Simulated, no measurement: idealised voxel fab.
Process module, titled voxel self aligned vias
Each square cell in cross-section cut measures 5 nm, and the section as a whole is 205 nm wide.
In this document a cross-section is written as a grid of square cells. It is given as a series of bands, listed from the top down, and a band is one or more rows of cells.
Heights first: top, then bottom, in nm. Then materials, left to right, each with a width in nm. "throughout" on a single material: fills the band edge to edge. "air": empty space.
Zero point of the height axis is 0; under it, received wafer = one material. Lowest band: continues down indefinitely, "0 and below".
Width spec "30 to 40" -> top row of cells at first value, bottom row at second value, equal per-row change in between.
The cross-section has no changed cell in any step marked "changes: none".
Any empty space of 8 cells or more lacking an open way to the top shows up in "Voids, sealed" as width x height at distance, distance from the left edge, in nm.
Note: text after step settings on the step line = simulator remark on that step.
For masked steps, "overlay nm" on the step line gives how far right of plan the mask actually lay; a minus sign means it lay to the left.
**So here's the lineup of process steps we planned**
1,op RECEIVE | material Si
2,op CONFORMAL_DEP | material SiO2 | thk nm 10
3,op CONFORMAL_DEP | material SiCN | thk nm 5
4,op DIRECTIONAL_DEP | material lowk | thk nm 30
5,op MASKED_ETCH | tone open | mask id LINES | width nm 20 | pitch nm 50 | etch materials lowk | depth nm 30 | overlay nm 0
6,op CONFORMAL_DEP | material TiN | thk nm 5
7,op FILL_DEP | material W | thk nm 10
8,op CMP | height nm 45
9,op SELECTIVE_ETCH | etch materials W Ru TiN | depth nm 5
10,op FILL_DEP | material SiN | thk nm 10
11,op CMP | height nm 45
12,op DIRECTIONAL_DEP | material lowk | thk nm 20
13,op MASKED_ETCH | tone open | mask id VIAS | width nm 30 | pitch nm 50 | etch materials lowk | depth nm 20 | overlay nm 0
14,op MASKED_ETCH | tone open | mask id VIAS | width nm 30 | pitch nm 50 | etch materials SiN | depth nm 5 | overlay nm 0
15,op CONFORMAL_DEP | material TiN | thk nm 5
16,op FILL_DEP | material Cu | thk nm 10
17,op CMP | height nm 65
18,op CONFORMAL_DEP | material SiN | thk nm 5
**Cross-section of the wafer at receipt, which is the condition after step 1**
  0 and below = Si throughout
  Voids, sealed: none
**Starting wafer: above. Plan: above. Run: one mistake. Cross-section after the module: below**
  70 down to 65 = SiN throughout
  65 down to 45 = 65 nm lowk / 5 nm TiN / 10 nm Cu / 5 nm TiN / 30 nm lowk / 5 nm TiN / 10 nm Cu / 5 nm TiN / 70 nm lowk
  45 down to 40 = 65 nm lowk / 20 nm TiN / 30 nm lowk / 20 nm TiN / 70 nm lowk
  40 down to 20 = 65 nm lowk / 5 nm TiN / 10 nm W / 5 nm TiN / 30 nm lowk / 5 nm TiN / 10 nm W / 5 nm TiN / 70 nm lowk
  20 down to 15 = 65 nm lowk / 20 nm TiN / 30 nm lowk / 20 nm TiN / 70 nm lowk
  15 down to 10 = SiCN throughout
  10 down to 0 = SiO2 throughout
  0 and below = Si throughout
  Voids, sealed: none
It is concluded that the wafer was processed incorrectly with respect to the plan, in that so step 13 ended up running with a different setting than we planned, it ran as op MASKED_ETCH | tone open | mask id VIAS | width nm 20 | pitch nm 50 | etch materials lowk | depth nm 20 | overlay nm 0
